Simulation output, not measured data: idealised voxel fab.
A process module follows: voxel transistor to metal.
210 nm wide, 5 nm square cells: that's cross-section cut.
Heads up, the way a cross-section reads in here is a grid of square cells, handed over as bands from the top down, with every band being one or more rows of cells.
Band: top height; bottom height; in nm. Then, left to right: material with width in nm, for each material. "full width": a single material spanning edge to edge. "blank": empty space.
Heights are measured from 0, the level below which the as-received wafer is all one material; the lowest band has no bottom and continues downward, written as in "0 down".
Per-row width for "30 to 40": begins at first number (top row of band), ends at second number (bottom row), increment between rows held constant.
Take "no change occurred" at face value: in the step it is given for, the cross-section changed in none of its cells.
Voids not open to the top, 8 cells minimum: see "Enclosed empty spaces". Written width x height at distance; distance is from the left edge; nm.
Whatever follows a step's settings on its line is a remark the simulator itself makes about that step.
"overlay nm" answers the question of how far to the right of plan the mask lay on a step that has a mask, and when it is negative the answer is to the left.

-- The planned process steps are enumerated hereunder
1 RECEIVE, material Si
2 CONFORMAL_DEP, material SiO2, thk nm 5
3 CONFORMAL_DEP, material SiN, thk nm 15
4 DIRECTIONAL_DEP, material aC, thk nm 10
5 PATTERN, tone cover, mask id ACTIVE, material resist, width nm 115, thk nm 25, overlay nm 0
6 DIRECTIONAL_ETCH, etch materials aC, depth nm 10
7 STRIP, etch materials resist
8 DIRECTIONAL_ETCH, etch materials SiN, depth nm 15
9 DIRECTIONAL_ETCH, etch materials SiO2, depth nm 5
10 DIRECTIONAL_ETCH, etch materials Si, depth nm 20
11 STRIP, etch materials aC
12 OXIDIZE, depth nm 5
13 FILL_DEP, material SiO2, thk nm 15
14 CMP, height nm 20
15 SELECTIVE_ETCH, etch materials SiO2, depth nm 15
16 STRIP, etch materials SiN
17 SELECTIVE_ETCH, etch materials SiO2, depth nm 5
18 OXIDIZE, depth nm 5
19 DIRECTIONAL_DEP, material polySi, thk nm 30
20 DIRECTIONAL_DEP, material SiCN, thk nm 10
21 PATTERN, tone cover, mask id GATE, material resist, width nm 25, thk nm 20, overlay nm 0
22 DIRECTIONAL_ETCH, etch materials SiCN, depth nm 20
23 DIRECTIONAL_ETCH, etch materials polySi, depth nm 40
24 STRIP, etch materials resist
25 CONFORMAL_DEP, material SiO2, thk nm 5
26 DIRECTIONAL_ETCH, etch materials SiO2, depth nm 5
27 CONFORMAL_DEP, material SiN, thk nm 5
28 DIRECTIONAL_ETCH, etch materials SiN, depth nm 5
29 DIRECTIONAL_ETCH, etch materials SiO2, depth nm 5
30 EPI, material SiGe, thk nm 5
31 FILL_DEP, material SiO2, thk nm 10
32 CMP, height nm 40
33 DIRECTIONAL_DEP, material SiO2, thk nm 10
34 MASKED_ETCH, tone open, mask id CONTACT, width nm 30, pitch nm 65, etch materials SiO2, depth nm 50, overlay nm 0
35 CONFORMAL_DEP, material TiN, thk nm 5
36 FILL_DEP, material W, thk nm 10
37 CMP, height nm 50
38 CONFORMAL_DEP, material SiN, thk nm 5
39 DIRECTIONAL_DEP, material SiO2, thk nm 20
40 MASKED_ETCH, tone open, mask id METAL_1, width nm 15, pitch nm 80, etch materials SiO2, depth nm 20, overlay nm 0
41 MASKED_ETCH, tone open, mask id METAL_1, width nm 15, pitch nm 80, etch materials SiN, depth nm 5, overlay nm 0
42 CONFORMAL_DEP, material TiN, thk nm 5
43 FILL_DEP, material W, thk nm 10
44 CMP, height nm 75
45 EPI, material Ru, thk nm 5
46 FILL_DEP, material SiCN, thk nm 5

-- Received-state cross-section, reflecting completion of step 1
  0 down | Si full width
  Enclosed empty spaces: none

-- Module complete - cross-section of the first of two wafers, run according to plan
  85 to 80 | SiCN full width
  80 to 75 | SiCN: 50; Ru: 25; SiCN: 55; Ru: 25; SiCN: 55
  75 to 55 | SiO2: 55; TiN: 5; W: 5; TiN: 5; SiO2: 65; TiN: 5; W: 5; TiN: 5; SiO2: 60
  55 to 50 | SiN: 55; TiN: 15; SiN: 65; TiN: 15; SiN: 60
  50 to 40 | SiO2: 55; TiN: 5; W: 20 to 15; TiN: 5 to 10; SiO2: 35; TiN: 5 to 10; W: 20 to 15; TiN: 5; SiO2: 60
  40 to 30 | SiO2: 55; TiN: 5; W: 15; TiN: 5; SiN: 5; SiO2: 5; SiCN: 25; SiO2: 5; SiN: 5; TiN: 5; W: 15; TiN: 5; SiO2: 60
  30 to 5 | SiO2: 55; TiN: 5; W: 15; TiN: 5; SiN: 5; SiO2: 5; polySi: 25; SiO2: 5; SiN: 5; TiN: 5; W: 15; TiN: 5; SiO2: 60
  5 to 0 | SiO2: 55; TiN: 25; SiN: 5; SiO2: 5; polySi: 25; SiO2: 5; SiN: 5; TiN: 25; SiO2: 60
  0 to -5 | SiO2: 45; SiGe: 35; SiO2: 45; SiGe: 35; SiO2: 50
  -5 to -25 | SiO2: 50; Si: 105; SiO2: 55
  -25 down | Si full width
  Enclosed empty spaces: none

-- Second wafer through the module, sectioned at the end: same beginning and same plan as the first wafer, with one mistake in carrying it out
  85 to 80 | SiCN full width
  80 to 75 | SiCN: 50; Ru: 25; SiCN: 55; Ru: 25; SiCN: 55
  75 to 65 | SiO2: 55; TiN: 5; W: 5; TiN: 5; SiO2: 65; TiN: 5; W: 5; TiN: 5; SiO2: 60
  65 to 60 | SiN: 55; TiN: 15; SiN: 65; TiN: 15; SiN: 60
  60 to 50 | SiN full width
  50 to 40 | SiO2: 55; TiN: 5; W: 20 to 15; TiN: 5 to 10; SiO2: 35; TiN: 5 to 10; W: 20 to 15; TiN: 5; SiO2: 60
  40 to 30 | SiO2: 55; TiN: 5; W: 15; TiN: 5; SiN: 5; SiO2: 5; SiCN: 25; SiO2: 5; SiN: 5; TiN: 5; W: 15; TiN: 5; SiO2: 60
  30 to 5 | SiO2: 55; TiN: 5; W: 15; TiN: 5; SiN: 5; SiO2: 5; polySi: 25; SiO2: 5; SiN: 5; TiN: 5; W: 15; TiN: 5; SiO2: 60
  5 to 0 | SiO2: 55; TiN: 25; SiN: 5; SiO2: 5; polySi: 25; SiO2: 5; SiN: 5; TiN: 25; SiO2: 60
  0 to -5 | SiO2: 45; SiGe: 35; SiO2: 45; SiGe: 35; SiO2: 50
  -5 to -25 | SiO2: 50; Si: 105; SiO2: 55
  -25 down | Si full width
  Enclosed empty spaces: none
Misprocessing identified: it should be noted that step 38 was executed with settings other than those planned, the operation and settings actually applied being CONFORMAL_DEP, material SiN, thk nm 15
Count the cells at the end and the second wafer has more or fewer of some materials than the first: +84 SiN; -72 SiO2; -8 TiN; -4 W
